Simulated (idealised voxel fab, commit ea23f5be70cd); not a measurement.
Module name: voxel self aligned contacts (process module)
cross-section cut | 245 nm wide | cells 5 nm
Cross-section format: a grid of square cells, given as bands from top to bottom; each band is one or more rows of cells.
Heads up on the band format: heights come first, top then bottom, in nm. After that it's the materials left to right, each with its width in nm. A single material flagged "everywhere" fills the whole band edge to edge, and "empty" means there's empty space there.
Heights from 0 (as-received wafer is one material below). Bottom band endless downward, as "from 0 down".
The notation "30..40" denotes a width that varies across the rows of cells in the band, beginning at the first number in the top row, finishing at the second number in the bottom row, and changing by an identical amount from each row to the next.
"no change" (step): cross-section cells unchanged, all of them.
Entry "Unvented internal voids". Content: empty spaces with no open connection to the top, size 8 cells or greater. Each: width x height at distance. Distance: from left edge. Unit: nm.
Step line, after settings: the simulator's comment on this step.
A step line may carry the setting "overlay nm", which, for steps involving a mask, states the distance by which the mask lay to the right of its intended position; negative values denote displacement to the left.

### Set out below are the planned steps of the process
- 1: RECEIVE [material Si]
- 2: OXIDIZE [depth nm 5]
- 3: DIRECTIONAL_DEP [material polySi] [thk nm 30]
- 4: DIRECTIONAL_DEP [material SiN] [thk nm 25]
- 5: DIRECTIONAL_DEP [material aC] [thk nm 10]
- 6: PATTERN [tone cover] [mask id GATE] [material resist] [width nm 25] [pitch nm 65] [thk nm 25] [overlay nm 0]
- 7: DIRECTIONAL_ETCH [etch materials aC] [depth nm 10]
- 8: STRIP [etch materials resist]
- 9: DIRECTIONAL_ETCH [etch materials SiN] [depth nm 25]
- 10: DIRECTIONAL_ETCH [etch materials polySi] [depth nm 30]
- 11: STRIP [etch materials aC]
- 12: CONFORMAL_DEP [material SiN] [thk nm 10]
- 13: DIRECTIONAL_ETCH [etch materials SiN] [depth nm 10]
- 14: FILL_DEP [material SiO2] [thk nm 20]
- 15: CMP [height nm 65]
- 16: PATTERN [tone open] [mask id CONTACT] [material resist] [width nm 50] [thk nm 15] [overlay nm 0]
- 17: DIRECTIONAL_ETCH [etch materials SiO2] [depth nm 70]
- 18: STRIP [etch materials resist]
- 19: CONFORMAL_DEP [material TiN] [thk nm 5]
- 20: FILL_DEP [material W] [thk nm 5]
- 21: CMP [height nm 65]
- 22: CONFORMAL_DEP [material SiN] [thk nm 5]

### Received-state cross-section, reflecting completion of step 1
- from 0 down  Si everywhere
- Unvented internal voids: none

### The cross-section shown corresponds to the wafer at the conclusion of the module. The initial structure and the process plan are those presented above; however, one mistake occurred in executing the plan
- from 70 to 65  SiN everywhere
- from 65 to 55  SiO2 95 | TiN 5..20 | W 40..10 | TiN 5..20 | SiO2 100
- from 55 to 30  SiO2 65 | SiN 45 | TiN 5 | W 10 | TiN 5 | SiN 45 | SiO2 70
- from 30 to 5  SiO2 65 | SiN 10 | polySi 25 | SiN 10 | TiN 5 | W 10 | TiN 5 | SiN 10 | polySi 25 | SiN 10 | SiO2 70
- from 5 to 0  SiO2 65 | SiN 10 | polySi 25 | SiN 10 | TiN 20 | SiN 10 | polySi 25 | SiN 10 | SiO2 70
- from 0 down  Si everywhere
- Unvented internal voids: none
What was done differently from what was planned? skipped: plan step 2 (never run)
